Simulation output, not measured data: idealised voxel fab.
Process module heading - voxel ribs on slabs
The figure presents cross-section cut, which has a width of 285 nm and is divided into square cells with an edge length of 5 nm.
For the purposes of this document, a cross-section shall be understood as a grid of square cells, specified as bands listed in top-to-bottom order, each band consisting of one or more rows of cells.
Top height, bottom height, nm. Materials left to right, width each, nm. Single material + "everywhere" = fills band edge to edge. "blank" = empty.
Height datum 0, below which the as-received substrate wafer is one material. Lowest band open at the bottom, running downward: "z 0 and below".
The width entry "30 to 40" should be interpreted row by row: the top row of cells in the band takes the first number, the bottom row takes the second number, and the change between adjacent rows is uniform throughout.
Reading "identical to before" for a step: not a cell of the cross-section changed in it.
Look at "Sealed-off cavities" for the closed voids: empty spaces with no open path to the top, sized 8 cells or up. Each is width x height at distance, distance from the left edge, all nm.
Where a step's line continues beyond its settings, the continuation is a remark by the simulator itself on that step.
overlay nm: mask offset rightward from planned place, masked step; negative means leftward offset.
Process steps foreseen in the plan
1: op RECEIVE | material Si
2: op DIRECTIONAL_DEP | material SiO2 | thk nm 30
3: op DIRECTIONAL_DEP | material polySi | thk nm 20
4: op PATTERN | tone cover | mask id RIB | material resist | width nm 25 | thk nm 20 | overlay nm 0
5: op DIRECTIONAL_ETCH | etch materials polySi | depth nm 5
6: op STRIP | etch materials resist
7: op DIRECTIONAL_DEP | material aC | thk nm 10
8: op PATTERN | tone cover | mask id SLAB | material resist | width nm 75 | thk nm 30 | overlay nm 0
9: op DIRECTIONAL_ETCH | etch materials aC | depth nm 10
10: op STRIP | etch materials resist
11: op DIRECTIONAL_ETCH | etch materials polySi | depth nm 15
12: op STRIP | etch materials aC
13: op FILL_DEP | material SiO2 | thk nm 25
14: op CMP | height nm 65
15: op DIRECTIONAL_DEP | material W | thk nm 10
16: op MASKED_ETCH | tone cover | mask id HEATER | width nm 35 | etch materials W | depth nm 10 | overlay nm 0
17: op CONFORMAL_DEP | material SiO2 | thk nm 5
As received, after step 1
z 0 and below | Si everywhere
Sealed-off cavities: none
Cross-section, end of module. Start: as above. Plan: as above. Execution: one mistake
z 80 to 75 | blank=120 / SiO2=45 / blank=120
z 75 to 70 | blank=120 / SiO2=5 / W=35 / SiO2=5 / blank=120
z 70 to 65 | SiO2=125 / W=35 / SiO2=125
z 65 to 50 | SiO2 everywhere
z 50 to 45 | SiO2=105 / polySi=25 / SiO2=25 / polySi=25 / SiO2=105
z 45 to 35 | SiO2=105 / polySi=75 / SiO2=105
z 35 to 30 | polySi everywhere
z 30 to 0 | SiO2 everywhere
z 0 and below | Si everywhere
Sealed-off cavities: none
Which mistake was made when the wafer was run? in deviation from the planned setting, step 4 was conducted as op PATTERN | tone open | mask id RIB | material resist | width nm 25 | thk nm 20 | overlay nm 0
